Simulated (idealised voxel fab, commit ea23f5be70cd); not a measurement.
A process module follows: voxel capacitor over wiring.
Square cells of 5 nm make up the cross-section cut, whose width is 175 nm.
Think of the cross-section as a grid of square cells. We describe it in bands, top to bottom, and each band covers one or more rows of those cells.
The entry gives the band's vertical extent as a top height and a bottom height in nm, then its horizontal make-up as materials from left to right, each with a width in nm. "blank" stands for empty space; a single material marked "all across" fills the band edge to edge.
Heights from 0 (as-received wafer is one material below). Bottom band endless downward, as "0 down".
The width entry "30 to 40" should be interpreted row by row: the top row of cells in the band takes the first number, the bottom row takes the second number, and the change between adjacent rows is uniform throughout.
Key: "no alteration" - step with no changed cell in the cross-section.
In the "Sealed cavities" entry, you get each enclosed empty space of 8 cells or more, one with no open way to the top, written width x height at distance, distance from the left edge, in nm.
Heads up: the bit after the settings on a step's line is the simulator's remark on that step.
A step's line can hold "overlay nm"; with a mask on that step, the setting says how far right of the planned place the mask lay, while a negative setting says it lay to the left.
## Intended process steps
- 1: op RECEIVE | material Si
- 2: op CONFORMAL_DEP | material SiO2 | thk nm 15
- 3: op DIRECTIONAL_DEP | material TiN | thk nm 5
- 4: op DIRECTIONAL_DEP | material Ru | thk nm 20
- 5: op PATTERN | tone cover | mask id METAL_1 | material resist | width nm 20 | pitch nm 70 | thk nm 15 | overlay nm 0
- 6: op DIRECTIONAL_ETCH | etch materials Ru | depth nm 20
- 7: op DIRECTIONAL_ETCH | etch materials TiN | depth nm 5
- 8: op STRIP | etch materials resist
- 9: op FILL_DEP | material lowk | thk nm 10
- 10: op CMP | height nm 40
- 11: op CONFORMAL_DEP | material SiCN | thk nm 5
- 12: op DIRECTIONAL_DEP | material SiO2 | thk nm 20
- 13: op PATTERN | tone open | mask id PLUG_1 | material resist | width nm 15 | thk nm 20 | overlay nm 0
- 14: op DIRECTIONAL_ETCH | etch materials SiO2 | depth nm 20
- 15: op DIRECTIONAL_ETCH | etch materials SiCN | depth nm 5
- 16: op STRIP | etch materials resist
- 17: op CONFORMAL_DEP | material TiN | thk nm 5
- 18: op FILL_DEP | material Ru | thk nm 10
- 19: op CMP | height nm 65
- 20: op DIRECTIONAL_DEP | material TiN | thk nm 5
- 21: op DIRECTIONAL_DEP | material SiN | thk nm 5
- 22: op DIRECTIONAL_DEP | material TiN | thk nm 5
- 23: op PATTERN | tone cover | mask id UPPER_PLATE | material resist | width nm 55 | thk nm 20 | overlay nm 0
- 24: op DIRECTIONAL_ETCH | etch materials TiN | depth nm 5
- 25: op DIRECTIONAL_ETCH | etch materials SiN | depth nm 5
- 26: op STRIP | etch materials resist
- 27: op MASKED_ETCH | tone cover | mask id LOWER_PLATE | width nm 65 | etch materials TiN | depth nm 5 | overlay nm 0
- 28: op FILL_DEP | material SiO2 | thk nm 15
- 29: op CMP | height nm 90
- 30: op DIRECTIONAL_DEP | material aC | thk nm 10
- 31: op PATTERN | tone open | mask id PLUG_2 | material resist | width nm 15 | thk nm 25 | overlay nm 0
- 32: op DIRECTIONAL_ETCH | etch materials aC | depth nm 10
- 33: op STRIP | etch materials resist
- 34: op DIRECTIONAL_ETCH | etch materials SiO2 | depth nm 10
- 35: op STRIP | etch materials aC
- 36: op CONFORMAL_DEP | material TiN | thk nm 5
- 37: op FILL_DEP | material W | thk nm 5
- 38: op CMP | height nm 90
- 39: op CONFORMAL_DEP | material SiCN | thk nm 5
## Cross-section of the incoming wafer, state after step 1
* 0 down  Si all across
* Sealed cavities: none
## The module was run from the start shown above using the plan shown above, but one mistake was made doing it; the resulting wafer cross-section is below
* 95 to 90  SiCN all across
* 90 to 85  50 of W | 5 of TiN | 15 of SiO2 | 5 of TiN | 100 of W
* 85 to 80  55 of TiN | 15 of SiO2 | 105 of TiN
* 80 to 75  45 of SiO2 | 55 of TiN | 75 of SiO2
* 75 to 70  45 of SiO2 | 55 of SiN | 75 of SiO2
* 70 to 65  40 of SiO2 | 65 of TiN | 70 of SiO2
* 65 to 45  45 of SiO2 | 5 of TiN | 5 of Ru | 5 of TiN | 115 of SiO2
* 45 to 40  45 of SiCN | 15 of TiN | 115 of SiCN
* 40 to 20  40 of lowk | 20 of Ru | 50 of lowk | 20 of Ru | 45 of lowk
* 20 to 15  40 of lowk | 20 of TiN | 50 of lowk | 20 of TiN | 45 of lowk
* 15 to 0  SiO2 all across
* 0 down  Si all across
* Sealed cavities: none
The plan and the run diverged here: step 31, actual vs plan mismatch, actual run op PATTERN | tone cover | mask id PLUG_2 | material resist | width nm 15 | thk nm 25 | overlay nm 0
